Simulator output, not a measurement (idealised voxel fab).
process module | voxel ribs on slabs
cross-section cut | 155 nm wide | cells 5 nm
A cross-section is a grid of square cells, given in bands from the top down. A band is one or more rows of cells.
Each band's line starts with the height of the band's top and of its bottom, in nm. Then come its materials from left to right, each with its width in nm. One material with "throughout" fills the band from edge to edge. "air" is empty space.
Height 0 is the level under which the wafer as received is all one material. The lowest band goes on downwards, as in "0 down".
A width such as "30 to 40" changes by the same amount from each row of cells to the next, from the band's top row to its bottom row.
"no change" after a step means that no cell of the cross-section changed.
closed voids: empty space of 8 cells or more with no open way to the top, each as width x height at its distance from the left edge, in nm
after a step's settings: what the simulator itself notes on the step
overlay nm, on a step with a mask: how far to the right of its planned place the mask lay; to the left if negative
plan
1 op RECEIVE | material Si
2 op DIRECTIONAL_DEP | material SiO2 | thk nm 30
3 op DIRECTIONAL_DEP | material polySi | thk nm 25
4 op PATTERN | tone cover | mask id RIB | material resist | width nm 30 | thk nm 15 | overlay nm 0
5 op DIRECTIONAL_ETCH | etch materials polySi | depth nm 10
6 op STRIP | etch materials resist
7 op MASKED_ETCH | tone cover | mask id SLAB | width nm 60 | etch materials polySi | depth nm 15 | overlay nm 0
8 op FILL_DEP | material SiO2 | thk nm 25
9 op CMP | height nm 70
10 op DIRECTIONAL_DEP | material W | thk nm 10
11 op PATTERN | tone cover | mask id HEATER | material resist | width nm 40 | thk nm 15 | overlay nm 0
12 op DIRECTIONAL_ETCH | etch materials W | depth nm 10
13 op STRIP | etch materials resist
14 op CONFORMAL_DEP | material SiO2 | thk nm 10
as received, after step 1
  0 down: Si throughout
  closed voids: none
first wafer at the end, as planned
  90 to 80: air 45 | SiO2 60 | air 50
  80 to 70: SiO2 55 | W 40 | SiO2 60
  70 to 55: SiO2 throughout
  55 to 45: SiO2 60 | polySi 30 | SiO2 65
  45 to 30: SiO2 45 | polySi 60 | SiO2 50
  30 to 0: SiO2 throughout
  0 down: Si throughout
  closed voids: none
second wafer at the end: like start, like plan, one mistake
  90 to 80: air 45 | SiO2 60 | air 50
  80 to 70: SiO2 55 | W 40 | SiO2 60
  70 to 55: SiO2 throughout
  55 to 45: SiO2 60 | polySi 30 | SiO2 65
  45 to 30: SiO2 45 | polySi 60 | SiO2 50
  30 to 0: polySi throughout
  0 down: Si throughout
  closed voids: none
what went wrong: step 2 ran as: op DIRECTIONAL_DEP | material polySi | thk nm 30
at the end the second wafer has, in cells: 186 fewer of SiO2 | 186 more of polySi
